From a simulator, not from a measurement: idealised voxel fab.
This is a process module. Its name is voxel transistor to metal.
Cross-section cut: width 155 nm, square cells of 5 nm.
Notation: cross-section as square-cell grid; stated in bands, top first, going down; one or more cell rows per band. In this notation a band is specified by the heights of its top and bottom, in that order and in nm, after which its materials appear from left to right, each paired with its width in nm. The word "edge to edge" attached to a single material means that material fills the band from edge to edge; the word "blank" stands for empty space. Beneath 0, the wafer as received is one material, and that level is where height counting begins. The lowest band goes on downward without a bottom; it is written like "0..down". Think of "30 to 40" as a width that walks from the first number to the second as you go down the band, top row to bottom row, taking equal-sized steps from row to row. What does "no alterations made" mean for a step? It means no cell of the cross-section changed in that step. The entry titled "Entrapped void list" provides the empty spaces that have no open way to the top, restricted to those of 8 cells or more. Each is presented as width x height at distance, the distance being measured from the left edge, with all three in nm. If you see something after the settings on a step's line, that's the simulator's own remark about that step. The line of a step may include "overlay nm". On a step with a mask, this value is how far to the right of its planned place the mask lay. A negative value means the mask lay to the left.
-- Planned process steps
1) op RECEIVE | material Si
2) op OXIDIZE | depth nm 5
3) op CONFORMAL_DEP | material SiN | thk nm 15
4) op MASKED_ETCH | tone cover | mask id ACTIVE | width nm 115 | etch materials SiN | depth nm 15 | overlay nm 0
5) op MASKED_ETCH | tone cover | mask id ACTIVE | width nm 115 | etch materials SiO2 | depth nm 5 | overlay nm 0
6) op MASKED_ETCH | tone cover | mask id ACTIVE | width nm 115 | etch materials Si | depth nm 25 | overlay nm 0
7) op FILL_DEP | material SiO2 | thk nm 15
8) op CMP | height nm 15
9) op SELECTIVE_ETCH | etch materials SiO2 | depth nm 10
10) op STRIP | etch materials SiN
11) op SELECTIVE_ETCH | etch materials SiO2 | depth nm 5
12) op OXIDIZE | depth nm 5
13) op DIRECTIONAL_DEP | material polySi | thk nm 30
14) op DIRECTIONAL_DEP | material SiCN | thk nm 10
15) op MASKED_ETCH | tone cover | mask id GATE | width nm 25 | etch materials SiCN | depth nm 20 | overlay nm 0
16) op MASKED_ETCH | tone cover | mask id GATE | width nm 25 | etch materials polySi | depth nm 40 | overlay nm 0
17) op CONFORMAL_DEP | material SiN | thk nm 5
18) op DIRECTIONAL_ETCH | etch materials SiN | depth nm 5
19) op DIRECTIONAL_ETCH | etch materials SiO2 | depth nm 5
20) op DIRECTIONAL_ETCH | etch materials Si | depth nm 5
21) op EPI | material pSi | thk nm 5
22) op FILL_DEP | material SiO2 | thk nm 5
23) op CMP | height nm 35
24) op DIRECTIONAL_DEP | material SiO2 | thk nm 10
25) op DIRECTIONAL_DEP | material aC | thk nm 10
26) op PATTERN | tone open | mask id CONTACT | material resist | width nm 20 | pitch nm 85 | thk nm 25 | overlay nm 0
27) op DIRECTIONAL_ETCH | etch materials aC | depth nm 10
28) op STRIP | etch materials resist
29) op DIRECTIONAL_ETCH | etch materials SiO2 | depth nm 55
30) op STRIP | etch materials aC
31) op CONFORMAL_DEP | material TiN | thk nm 5
32) op FILL_DEP | material W | thk nm 5
33) op CMP | height nm 45
34) op DIRECTIONAL_DEP | material TiN | thk nm 5
35) op DIRECTIONAL_DEP | material Ru | thk nm 25
36) op PATTERN | tone cover | mask id METAL_1 | material resist | width nm 20 | pitch nm 85 | thk nm 15 | overlay nm 0
37) op DIRECTIONAL_ETCH | etch materials Ru | depth nm 25
38) op DIRECTIONAL_ETCH | etch materials TiN | depth nm 5
39) op STRIP | etch materials resist
40) op FILL_DEP | material lowk | thk nm 10
41) op CMP | height nm 75
42) op CONFORMAL_DEP | material SiCN | thk nm 5
43) op DIRECTIONAL_DEP | material SiO2 | thk nm 25
44) op MASKED_ETCH | tone open | mask id METAL_2 | width nm 20 | pitch nm 85 | etch materials SiO2 | depth nm 15 | overlay nm 0
45) op PATTERN | tone open | mask id METAL_2_HOLES | material resist | width nm 15 | pitch nm 85 | thk nm 15 | overlay nm 0
46) op DIRECTIONAL_ETCH | etch materials SiO2 | depth nm 10
47) op DIRECTIONAL_ETCH | etch materials SiCN | depth nm 5
48) op STRIP | etch materials resist
49) op CONFORMAL_DEP | material TiN | thk nm 5
50) op FILL_DEP | material Cu | thk nm 5
51) op CMP | height nm 105
52) op CONFORMAL_DEP | material SiCN | thk nm 5
-- First wafer out of two, processed as planned
-- as received, after step 1
* 0..down | Si edge to edge
* Entrapped void list: none
-- After step 2, in cross-section
* 0..-5 | SiO2 edge to edge
* Nothing below the height -5 has changed.
-- After step 3, in cross-section
* 15..0 | SiN edge to edge
* Nothing below the height 0 has changed.
-- After step 4, in cross-section
* 15..0 | 20 nm blank; 115 nm SiN; 20 nm blank
* Nothing below the height 0 has changed.
-- After step 5, in cross-section
* 15..0 | 20 nm blank; 115 nm SiN; 20 nm blank
* 0..-5 | 20 nm blank; 115 nm SiO2; 20 nm blank
* Nothing below the height -5 has changed.
-- After step 6, in cross-section
* 15..0 | 20 nm blank; 115 nm SiN; 20 nm blank
* 0..-5 | 20 nm blank; 115 nm SiO2; 20 nm blank
* -5..-30 | 20 nm blank; 115 nm Si; 20 nm blank
* Nothing below the height -30 has changed.
-- After step 7, in cross-section
* 30..15 | SiO2 edge to edge
* 15..0 | 20 nm SiO2; 115 nm SiN; 20 nm SiO2
* 0..-5 | SiO2 edge to edge
* -5..-30 | 20 nm SiO2; 115 nm Si; 20 nm SiO2
* Nothing below the height -30 has changed.
-- After step 8, in cross-section
* 15..0 | 20 nm SiO2; 115 nm SiN; 20 nm SiO2
* Nothing below the height 0 has changed.
-- After step 9, in cross-section
* 15..5 | 20 nm blank; 115 nm SiN; 20 nm blank
* Nothing below the height 5 has changed.
-- After step 10, in cross-section
* 5..0 | 20 nm SiO2; 115 nm blank; 20 nm SiO2
* Nothing below the height 0 has changed.
-- After step 11, in cross-section
* 0..-5 | 15 nm SiO2; 125 nm blank; 15 nm SiO2
* Nothing below the height -5 has changed.
-- After step 12, in cross-section
* 0..-5 | 15 nm SiO2; 125 nm blank; 15 nm SiO2
* -5..-10 | SiO2 edge to edge
* Nothing below the height -10 has changed.
-- After step 13, in cross-section
* 30..25 | 15 nm polySi; 125 nm blank; 15 nm polySi
* 25..0 | polySi edge to edge
* 0..-5 | 15 nm SiO2; 125 nm polySi; 15 nm SiO2
* Nothing below the height -5 has changed.
-- After step 14, in cross-section
* 40..35 | 15 nm SiCN; 125 nm blank; 15 nm SiCN
* 35..30 | SiCN edge to edge
* 30..25 | 15 nm polySi; 125 nm SiCN; 15 nm polySi
* Nothing below the height 25 has changed.
-- After step 15, in cross-section
* 35..30 | 65 nm blank; 25 nm SiCN; 65 nm blank
* 30..25 | 15 nm polySi; 50 nm blank; 25 nm SiCN; 50 nm blank; 15 nm polySi
* Nothing below the height 25 has changed.
-- After step 16, in cross-section
* 35..25 | 65 nm blank; 25 nm SiCN; 65 nm blank
* 25..0 | 65 nm blank; 25 nm polySi; 65 nm blank
* 0..-5 | 15 nm SiO2; 50 nm blank; 25 nm polySi; 50 nm blank; 15 nm SiO2
* Nothing below the height -5 has changed.
-- After step 17, in cross-section
* 40..35 | 60 nm blank; 35 nm SiN; 60 nm blank
* 35..25 | 60 nm blank; 5 nm SiN; 25 nm SiCN; 5 nm SiN; 60 nm blank
* 25..5 | 60 nm blank; 5 nm SiN; 25 nm polySi; 5 nm SiN; 60 nm blank
* 5..0 | 20 nm SiN; 40 nm blank; 5 nm SiN; 25 nm polySi; 5 nm SiN; 40 nm blank; 20 nm SiN
* 0..-5 | 15 nm SiO2; 50 nm SiN; 25 nm polySi; 50 nm SiN; 15 nm SiO2
* Nothing below the height -5 has changed.
-- After step 18, in cross-section
* 35..25 | 60 nm blank; 5 nm SiN; 25 nm SiCN; 5 nm SiN; 60 nm blank
* 25..0 | 60 nm blank; 5 nm SiN; 25 nm polySi; 5 nm SiN; 60 nm blank
* 0..-5 | 15 nm SiO2; 5 nm SiN; 40 nm blank; 5 nm SiN; 25 nm polySi; 5 nm SiN; 40 nm blank; 5 nm SiN; 15 nm SiO2
* Nothing below the height -5 has changed.
-- After step 19, in cross-section
* 35..25 | 60 nm blank; 5 nm SiN; 25 nm SiCN; 5 nm SiN; 60 nm blank
* 25..0 | 60 nm blank; 5 nm SiN; 25 nm polySi; 5 nm SiN; 60 nm blank
* 0..-5 | 15 nm blank; 5 nm SiN; 40 nm blank; 5 nm SiN; 25 nm polySi; 5 nm SiN; 40 nm blank; 5 nm SiN; 15 nm blank
* -5..-10 | 20 nm SiO2; 40 nm blank; 35 nm SiO2; 40 nm blank; 20 nm SiO2
* Nothing below the height -10 has changed.
-- After step 20, in cross-section
* 35..25 | 60 nm blank; 5 nm SiN; 25 nm SiCN; 5 nm SiN; 60 nm blank
* 25..0 | 60 nm blank; 5 nm SiN; 25 nm polySi; 5 nm SiN; 60 nm blank
* 0..-5 | 15 nm blank; 5 nm SiN; 40 nm blank; 5 nm SiN; 25 nm polySi; 5 nm SiN; 40 nm blank; 5 nm SiN; 15 nm blank
* -5..-10 | 20 nm SiO2; 40 nm blank; 35 nm SiO2; 40 nm blank; 20 nm SiO2
* -10..-15 | 20 nm SiO2; 40 nm blank; 35 nm Si; 40 nm blank; 20 nm SiO2
* Nothing below the height -15 has changed.
-- After step 21, in cross-section
* 35..25 | 60 nm blank; 5 nm SiN; 25 nm SiCN; 5 nm SiN; 60 nm blank
* 25..0 | 60 nm blank; 5 nm SiN; 25 nm polySi; 5 nm SiN; 60 nm blank
* 0..-5 | 15 nm blank; 5 nm SiN; 40 nm blank; 5 nm SiN; 25 nm polySi; 5 nm SiN; 40 nm blank; 5 nm SiN; 15 nm blank
* -5..-10 | 20 nm SiO2; 35 nm blank; 5 nm pSi; 35 nm SiO2; 5 nm pSi; 35 nm blank; 20 nm SiO2
* -10..-15 | 20 nm SiO2; 40 nm pSi; 35 nm Si; 40 nm pSi; 20 nm SiO2
* Nothing below the height -15 has changed.
-- After step 22, in cross-section
* 40..35 | SiO2 edge to edge
* 35..25 | 60 nm SiO2; 5 nm SiN; 25 nm SiCN; 5 nm SiN; 60 nm SiO2
* 25..0 | 60 nm SiO2; 5 nm SiN; 25 nm polySi; 5 nm SiN; 60 nm SiO2
* 0..-5 | 15 nm SiO2; 5 nm SiN; 40 nm SiO2; 5 nm SiN; 25 nm polySi; 5 nm SiN; 40 nm SiO2; 5 nm SiN; 15 nm SiO2
* -5..-10 | 55 nm SiO2; 5 nm pSi; 35 nm SiO2; 5 nm pSi; 55 nm SiO2
* Nothing below the height -10 has changed.
-- After step 23, in cross-section
* 35..25 | 60 nm SiO2; 5 nm SiN; 25 nm SiCN; 5 nm SiN; 60 nm SiO2
* Nothing below the height 25 has changed.
-- After step 24, in cross-section
* 45..35 | SiO2 edge to edge
* Nothing below the height 35 has changed.
-- After step 25, in cross-section
* 55..45 | aC edge to edge
* Nothing below the height 45 has changed.
-- After step 26, in cross-section
* 80..55 | 25 nm resist; 20 nm blank; 65 nm resist; 20 nm blank; 25 nm resist
* Nothing below the height 55 has changed.
-- After step 27, in cross-section
* 70..55 | 25 nm resist; 20 nm blank; 65 nm resist; 20 nm blank; 25 nm resist
* 55..45 | 25 nm aC; 20 nm blank; 65 nm aC; 20 nm blank; 25 nm aC
* Nothing below the height 45 has changed.
-- After step 28, in cross-section
* 55..45 | 25 nm aC; 20 nm blank; 65 nm aC; 20 nm blank; 25 nm aC
* Nothing below the height 45 has changed.
-- After step 29, in cross-section
* 55..45 | 25 nm aC; 20 nm blank; 65 nm aC; 20 nm blank; 25 nm aC
* 45..35 | 25 nm SiO2; 20 nm blank; 65 nm SiO2; 20 nm blank; 25 nm SiO2
* 35..25 | 25 nm SiO2; 20 nm blank; 15 nm SiO2; 5 nm SiN; 25 nm SiCN; 5 nm SiN; 15 nm SiO2; 20 nm blank; 25 nm SiO2
* 25..0 | 25 nm SiO2; 20 nm blank; 15 nm SiO2; 5 nm SiN; 25 nm polySi; 5 nm SiN; 15 nm SiO2; 20 nm blank; 25 nm SiO2
* 0..-5 | 15 nm SiO2; 5 nm SiN; 5 nm SiO2; 20 nm blank; 15 nm SiO2; 5 nm SiN; 25 nm polySi; 5 nm SiN; 15 nm SiO2; 20 nm blank; 5 nm SiO2; 5 nm SiN; 15 nm SiO2
* -5..-10 | 25 nm SiO2; 20 nm blank; 10 nm SiO2; 5 nm pSi; 35 nm SiO2; 5 nm pSi; 10 nm SiO2; 20 nm blank; 25 nm SiO2
* Nothing below the height -10 has changed.
-- After step 30, in cross-section
* 45..35 | 25 nm SiO2; 20 nm blank; 65 nm SiO2; 20 nm blank; 25 nm SiO2
* Nothing below the height 35 has changed.
-- After step 31, in cross-section
* 50..45 | 30 nm TiN; 10 nm blank; 75 nm TiN; 10 nm blank; 30 nm TiN
* 45..35 | 25 nm SiO2; 5 nm TiN; 10 nm blank; 5 nm TiN; 65 nm SiO2; 5 nm TiN; 10 nm blank; 5 nm TiN; 25 nm SiO2
* 35..25 | 25 nm SiO2; 5 nm TiN; 10 nm blank; 5 nm TiN; 15 nm SiO2; 5 nm SiN; 25 nm SiCN; 5 nm SiN; 15 nm SiO2; 5 nm TiN; 10 nm blank; 5 nm TiN; 25 nm SiO2
* 25..0 | 25 nm SiO2; 5 nm TiN; 10 nm blank; 5 nm TiN; 15 nm SiO2; 5 nm SiN; 25 nm polySi; 5 nm SiN; 15 nm SiO2; 5 nm TiN; 10 nm blank; 5 nm TiN; 25 nm SiO2
* 0..-5 | 15 nm SiO2; 5 nm SiN; 5 nm SiO2; 5 nm TiN; 10 nm blank; 5 nm TiN; 15 nm SiO2; 5 nm SiN; 25 nm polySi; 5 nm SiN; 15 nm SiO2; 5 nm TiN; 10 nm blank; 5 nm TiN; 5 nm SiO2; 5 nm SiN; 15 nm SiO2
* -5..-10 | 25 nm SiO2; 20 nm TiN; 10 nm SiO2; 5 nm pSi; 35 nm SiO2; 5 nm pSi; 10 nm SiO2; 20 nm TiN; 25 nm SiO2
* Nothing below the height -10 has changed.
-- After step 32, in cross-section
* 55..50 | W edge to edge
* 50..45 | 30 nm TiN; 10 nm W; 75 nm TiN; 10 nm W; 30 nm TiN
* 45..35 | 25 nm SiO2; 5 nm TiN; 10 nm W; 5 nm TiN; 65 nm SiO2; 5 nm TiN; 10 nm W; 5 nm TiN; 25 nm SiO2
* 35..25 | 25 nm SiO2; 5 nm TiN; 10 nm W; 5 nm TiN; 15 nm SiO2; 5 nm SiN; 25 nm SiCN; 5 nm SiN; 15 nm SiO2; 5 nm TiN; 10 nm W; 5 nm TiN; 25 nm SiO2
* 25..0 | 25 nm SiO2; 5 nm TiN; 10 nm W; 5 nm TiN; 15 nm SiO2; 5 nm SiN; 25 nm polySi; 5 nm SiN; 15 nm SiO2; 5 nm TiN; 10 nm W; 5 nm TiN; 25 nm SiO2
* 0..-5 | 15 nm SiO2; 5 nm SiN; 5 nm SiO2; 5 nm TiN; 10 nm W; 5 nm TiN; 15 nm SiO2; 5 nm SiN; 25 nm polySi; 5 nm SiN; 15 nm SiO2; 5 nm TiN; 10 nm W; 5 nm TiN; 5 nm SiO2; 5 nm SiN; 15 nm SiO2
* Nothing below the height -5 has changed.
-- After step 33, in cross-section
* 45..35 | 25 nm SiO2; 5 nm TiN; 10 nm W; 5 nm TiN; 65 nm SiO2; 5 nm TiN; 10 nm W; 5 nm TiN; 25 nm SiO2
* Nothing below the height 35 has changed.
-- After step 34, in cross-section
* 50..45 | TiN edge to edge
* Nothing below the height 45 has changed.
-- After step 35, in cross-section
* 75..50 | Ru edge to edge
* Nothing below the height 50 has changed.
-- After step 36, in cross-section
* 90..75 | 25 nm blank; 20 nm resist; 65 nm blank; 20 nm resist; 25 nm blank
* Nothing below the height 75 has changed.
-- After step 37, in cross-section
* 90..75 | 25 nm blank; 20 nm resist; 65 nm blank; 20 nm resist; 25 nm blank
* 75..50 | 25 nm blank; 20 nm Ru; 65 nm blank; 20 nm Ru; 25 nm blank
* Nothing below the height 50 has changed.
-- After step 38, in cross-section
* 90..75 | 25 nm blank; 20 nm resist; 65 nm blank; 20 nm resist; 25 nm blank
* 75..50 | 25 nm blank; 20 nm Ru; 65 nm blank; 20 nm Ru; 25 nm blank
* 50..45 | 25 nm blank; 20 nm TiN; 65 nm blank; 20 nm TiN; 25 nm blank
* Nothing below the height 45 has changed.
-- After step 39, in cross-section
* 75..50 | 25 nm blank; 20 nm Ru; 65 nm blank; 20 nm Ru; 25 nm blank
* Nothing below the height 50 has changed.
-- After step 40, in cross-section
* 85..75 | lowk edge to edge
* 75..50 | 25 nm lowk; 20 nm Ru; 65 nm lowk; 20 nm Ru; 25 nm lowk
* 50..45 | 25 nm lowk; 20 nm TiN; 65 nm lowk; 20 nm TiN; 25 nm lowk
* Nothing below the height 45 has changed.
-- After step 41, in cross-section
* 75..50 | 25 nm lowk; 20 nm Ru; 65 nm lowk; 20 nm Ru; 25 nm lowk
* Nothing below the height 50 has changed.
-- After step 42, in cross-section
* 80..75 | SiCN edge to edge
* Nothing below the height 75 has changed.
-- After step 43, in cross-section
* 105..80 | SiO2 edge to edge
* Nothing below the height 80 has changed.
-- After step 44, in cross-section
* 105..90 | 25 nm SiO2; 20 nm blank; 65 nm SiO2; 20 nm blank; 25 nm SiO2
* Nothing below the height 90 has changed.
-- After step 45, in cross-section
* 120..105 | 25 nm resist; 15 nm blank; 70 nm resist; 15 nm blank; 30 nm resist
* 105..90 | 25 nm SiO2; 15 nm blank; 5 nm resist; 65 nm SiO2; 15 nm blank; 5 nm resist; 25 nm SiO2
* Nothing below the height 90 has changed.
-- After step 46, in cross-section
* 120..105 | 25 nm resist; 15 nm blank; 70 nm resist; 15 nm blank; 30 nm resist
* 105..90 | 25 nm SiO2; 15 nm blank; 5 nm resist; 65 nm SiO2; 15 nm blank; 5 nm resist; 25 nm SiO2
* 90..80 | 25 nm SiO2; 15 nm blank; 70 nm SiO2; 15 nm blank; 30 nm SiO2
* Nothing below the height 80 has changed.
-- After step 47, in cross-section
* 120..105 | 25 nm resist; 15 nm blank; 70 nm resist; 15 nm blank; 30 nm resist
* 105..90 | 25 nm SiO2; 15 nm blank; 5 nm resist; 65 nm SiO2; 15 nm blank; 5 nm resist; 25 nm SiO2
* 90..80 | 25 nm SiO2; 15 nm blank; 70 nm SiO2; 15 nm blank; 30 nm SiO2
* 80..75 | 25 nm SiCN; 15 nm blank; 70 nm SiCN; 15 nm blank; 30 nm SiCN
* Nothing below the height 75 has changed.
-- After step 48, in cross-section
* 105..90 | 25 nm SiO2; 20 nm blank; 65 nm SiO2; 20 nm blank; 25 nm SiO2
* Nothing below the height 90 has changed.
-- After step 49, in cross-section
* 110..105 | 30 nm TiN; 10 nm blank; 75 nm TiN; 10 nm blank; 30 nm TiN
* 105..95 | 25 nm SiO2; 5 nm TiN; 10 nm blank; 5 nm TiN; 65 nm SiO2; 5 nm TiN; 10 nm blank; 5 nm TiN; 25 nm SiO2
* 95..90 | 25 nm SiO2; 5 nm TiN; 5 nm blank; 10 nm TiN; 65 nm SiO2; 5 nm TiN; 5 nm blank; 10 nm TiN; 25 nm SiO2
* 90..80 | 25 nm SiO2; 5 nm TiN; 5 nm blank; 5 nm TiN; 70 nm SiO2; 5 nm TiN; 5 nm blank; 5 nm TiN; 30 nm SiO2
* 80..75 | 25 nm SiCN; 15 nm TiN; 70 nm SiCN; 15 nm TiN; 30 nm SiCN
* Nothing below the height 75 has changed.
-- After step 50, in cross-section
* 115..110 | Cu edge to edge
* 110..105 | 30 nm TiN; 10 nm Cu; 75 nm TiN; 10 nm Cu; 30 nm TiN
* 105..95 | 25 nm SiO2; 5 nm TiN; 10 nm Cu; 5 nm TiN; 65 nm SiO2; 5 nm TiN; 10 nm Cu; 5 nm TiN; 25 nm SiO2
* 95..90 | 25 nm SiO2; 5 nm TiN; 5 nm Cu; 10 nm TiN; 65 nm SiO2; 5 nm TiN; 5 nm Cu; 10 nm TiN; 25 nm SiO2
* 90..80 | 25 nm SiO2; 5 nm TiN; 5 nm Cu; 5 nm TiN; 70 nm SiO2; 5 nm TiN; 5 nm Cu; 5 nm TiN; 30 nm SiO2
* Nothing below the height 80 has changed.
-- After step 51, in cross-section
* 105..95 | 25 nm SiO2; 5 nm TiN; 10 nm Cu; 5 nm TiN; 65 nm SiO2; 5 nm TiN; 10 nm Cu; 5 nm TiN; 25 nm SiO2
* Nothing below the height 95 has changed.
-- After step 52, in cross-section
* 110..105 | SiCN edge to edge
* Nothing below the height 105 has changed.
-- Notes, second wafer: start = first wafer's, plan = first wafer's, execution had one mistake; history identical to first through step 33
-- Second wafer shown in cross-section at the time step 34 was slated to end
* 50..45 | SiN edge to edge
* Nothing below the height 45 has changed.
-- Second wafer shown in cross-section at the time step 35 was slated to end
* 75..50 | Ru edge to edge
* Nothing below the height 50 has changed.
-- Second wafer shown in cross-section at the time step 36 was slated to end
* 90..75 | 25 nm blank; 20 nm resist; 65 nm blank; 20 nm resist; 25 nm blank
* Nothing below the height 75 has changed.
-- Second wafer shown in cross-section at the time step 37 was slated to end
* 90..75 | 25 nm blank; 20 nm resist; 65 nm blank; 20 nm resist; 25 nm blank
* 75..50 | 25 nm blank; 20 nm Ru; 65 nm blank; 20 nm Ru; 25 nm blank
* Nothing below the height 50 has changed.
Second wafer shown in cross-section at the time step 38 was slated to end: no alterations made
-- Second wafer shown in cross-section at the time step 39 was slated to end
* 75..50 | 25 nm blank; 20 nm Ru; 65 nm blank; 20 nm Ru; 25 nm blank
* Nothing below the height 50 has changed.
-- Second wafer shown in cross-section at the time step 40 was slated to end
* 85..75 | lowk edge to edge
* 75..50 | 25 nm lowk; 20 nm Ru; 65 nm lowk; 20 nm Ru; 25 nm lowk
* Nothing below the height 50 has changed.
-- Second wafer shown in cross-section at the time step 41 was slated to end
* 75..50 | 25 nm lowk; 20 nm Ru; 65 nm lowk; 20 nm Ru; 25 nm lowk
* Nothing below the height 50 has changed.
-- Second wafer shown in cross-section at the time step 42 was slated to end
* 80..75 | SiCN edge to edge
* Nothing below the height 75 has changed.
-- Second wafer shown in cross-section at the time step 43 was slated to end
* 105..80 | SiO2 edge to edge
* Nothing below the height 80 has changed.
-- Second wafer shown in cross-section at the time step 44 was slated to end
* 105..90 | 25 nm SiO2; 20 nm blank; 65 nm SiO2; 20 nm blank; 25 nm SiO2
* Nothing below the height 90 has changed.
-- Second wafer shown in cross-section at the time step 45 was slated to end
* 120..105 | 25 nm resist; 15 nm blank; 70 nm resist; 15 nm blank; 30 nm resist
* 105..90 | 25 nm SiO2; 15 nm blank; 5 nm resist; 65 nm SiO2; 15 nm blank; 5 nm resist; 25 nm SiO2
* Nothing below the height 90 has changed.
-- Second wafer shown in cross-section at the time step 46 was slated to end
* 120..105 | 25 nm resist; 15 nm blank; 70 nm resist; 15 nm blank; 30 nm resist
* 105..90 | 25 nm SiO2; 15 nm blank; 5 nm resist; 65 nm SiO2; 15 nm blank; 5 nm resist; 25 nm SiO2
* 90..80 | 25 nm SiO2; 15 nm blank; 70 nm SiO2; 15 nm blank; 30 nm SiO2
* Nothing below the height 80 has changed.
-- Second wafer shown in cross-section at the time step 47 was slated to end
* 120..105 | 25 nm resist; 15 nm blank; 70 nm resist; 15 nm blank; 30 nm resist
* 105..90 | 25 nm SiO2; 15 nm blank; 5 nm resist; 65 nm SiO2; 15 nm blank; 5 nm resist; 25 nm SiO2
* 90..80 | 25 nm SiO2; 15 nm blank; 70 nm SiO2; 15 nm blank; 30 nm SiO2
* 80..75 | 25 nm SiCN; 15 nm blank; 70 nm SiCN; 15 nm blank; 30 nm SiCN
* Nothing below the height 75 has changed.
-- Second wafer shown in cross-section at the time step 48 was slated to end
* 105..90 | 25 nm SiO2; 20 nm blank; 65 nm SiO2; 20 nm blank; 25 nm SiO2
* Nothing below the height 90 has changed.
-- Second wafer shown in cross-section at the time step 49 was slated to end
* 110..105 | 30 nm TiN; 10 nm blank; 75 nm TiN; 10 nm blank; 30 nm TiN
* 105..95 | 25 nm SiO2; 5 nm TiN; 10 nm blank; 5 nm TiN; 65 nm SiO2; 5 nm TiN; 10 nm blank; 5 nm TiN; 25 nm SiO2
* 95..90 | 25 nm SiO2; 5 nm TiN; 5 nm blank; 10 nm TiN; 65 nm SiO2; 5 nm TiN; 5 nm blank; 10 nm TiN; 25 nm SiO2
* 90..80 | 25 nm SiO2; 5 nm TiN; 5 nm blank; 5 nm TiN; 70 nm SiO2; 5 nm TiN; 5 nm blank; 5 nm TiN; 30 nm SiO2
* 80..75 | 25 nm SiCN; 15 nm TiN; 70 nm SiCN; 15 nm TiN; 30 nm SiCN
* Nothing below the height 75 has changed.
-- Second wafer shown in cross-section at the time step 50 was slated to end
* 115..110 | Cu edge to edge
* 110..105 | 30 nm TiN; 10 nm Cu; 75 nm TiN; 10 nm Cu; 30 nm TiN
* 105..95 | 25 nm SiO2; 5 nm TiN; 10 nm Cu; 5 nm TiN; 65 nm SiO2; 5 nm TiN; 10 nm Cu; 5 nm TiN; 25 nm SiO2
* 95..90 | 25 nm SiO2; 5 nm TiN; 5 nm Cu; 10 nm TiN; 65 nm SiO2; 5 nm TiN; 5 nm Cu; 10 nm TiN; 25 nm SiO2
* 90..80 | 25 nm SiO2; 5 nm TiN; 5 nm Cu; 5 nm TiN; 70 nm SiO2; 5 nm TiN; 5 nm Cu; 5 nm TiN; 30 nm SiO2
* Nothing below the height 80 has changed.
-- Second wafer shown in cross-section at the time step 51 was slated to end
* 105..95 | 25 nm SiO2; 5 nm TiN; 10 nm Cu; 5 nm TiN; 65 nm SiO2; 5 nm TiN; 10 nm Cu; 5 nm TiN; 25 nm SiO2
* Nothing below the height 95 has changed.
-- Second wafer shown in cross-section at the time step 52 was slated to end
* 110..105 | SiCN edge to edge
* Nothing below the height 105 has changed.
Misprocessing identified: off-plan run, step 34, actual operation and settings op DIRECTIONAL_DEP | material SiN | thk nm 5
The closing comparison, in cells, has the second wafer with more or fewer of some materials than the first: +31 SiN, -8 TiN, -23 lowk
